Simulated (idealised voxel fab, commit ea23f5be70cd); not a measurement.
Process module, titled voxel double patterning
Square cells of 5 nm make up the cross-section cut, whose width is 200 nm.
Think of the cross-section as a grid of square cells. We describe it in bands, top to bottom, and each band covers one or more rows of those cells.
Quick guide to a band line: top height, bottom height (nm) up front; then every material left to right with its width in nm. Only one material and it's marked "full width"? Then it fills the band edge to edge. And "empty" just means empty space.
Height is counted from the level 0, under which the received wafer is composed throughout of one material. The lowest of the bands is not closed at the bottom but continues downward, in the notation "0 nm and below".
A width given as "30..40" starts at the first number in the band's top row and ends at the second number in its bottom row, shifting by an equal amount at every step from row to row.
No cell of the cross-section changed in a step that is given as "no change occurred".
Empty spaces counting at least 8 cells and having no open way to the top are listed in "Completely enclosed voids". The notation width x height at distance is used for each, the distance being from the left edge and all three values in nm.
Note: text after step settings on the step line = simulator remark on that step.
overlay nm: on a step with a mask, how far right of its planned place the mask lay; negative means left.

Below is the list of planned process steps
- 1: RECEIVE (material Si)
- 2: CONFORMAL_DEP (material SiN; thk nm 5)
- 3: DIRECTIONAL_DEP (material SiO2; thk nm 20)
- 4: DIRECTIONAL_DEP (material SiCN; thk nm 10)
- 5: DIRECTIONAL_DEP (material aC; thk nm 10)
- 6: PATTERN (tone open; mask id FIRST; material resist; width nm 15; pitch nm 50; thk nm 30; overlay nm 0)
- 7: DIRECTIONAL_ETCH (etch materials aC; depth nm 10)
- 8: STRIP (etch materials resist)
- 9: DIRECTIONAL_ETCH (etch materials SiCN; depth nm 10)
- 10: STRIP (etch materials aC)
- 11: MASKED_ETCH (tone open; mask id SECOND; width nm 15; etch materials SiCN; depth nm 10; overlay nm 0)
- 12: DIRECTIONAL_ETCH (etch materials SiO2; depth nm 20)
- 13: STRIP (etch materials SiCN)

So this is the incoming wafer in cross-section - it's already been through step 1
    0 nm and below  Si full width
    Completely enclosed voids: none

Sectioned view, first of two wafers, at the close of the module, processed as intended in the plan
    25 nm to 5 nm  SiO2=65, then empty=15, then SiO2=10, then empty=15, then SiO2=10, then empty=15, then SiO2=70
    5 nm to 0 nm  SiN full width
    0 nm and below  Si full width
    Completely enclosed voids: none

Module end: cross-section of wafer two of two. Same start and process plan as the first wafer. One mistake during execution
    25 nm to 0 nm  SiN full width
    0 nm and below  Si full width
    Completely enclosed voids: none
It is concluded that the wafer was processed incorrectly with respect to the plan, in that contrary to plan, step 3 was performed as DIRECTIONAL_DEP (material SiN; thk nm 20)
End of process, cell counts, second wafer against first, materials with more or fewer: SiN: 160 more; SiO2: 124 fewer
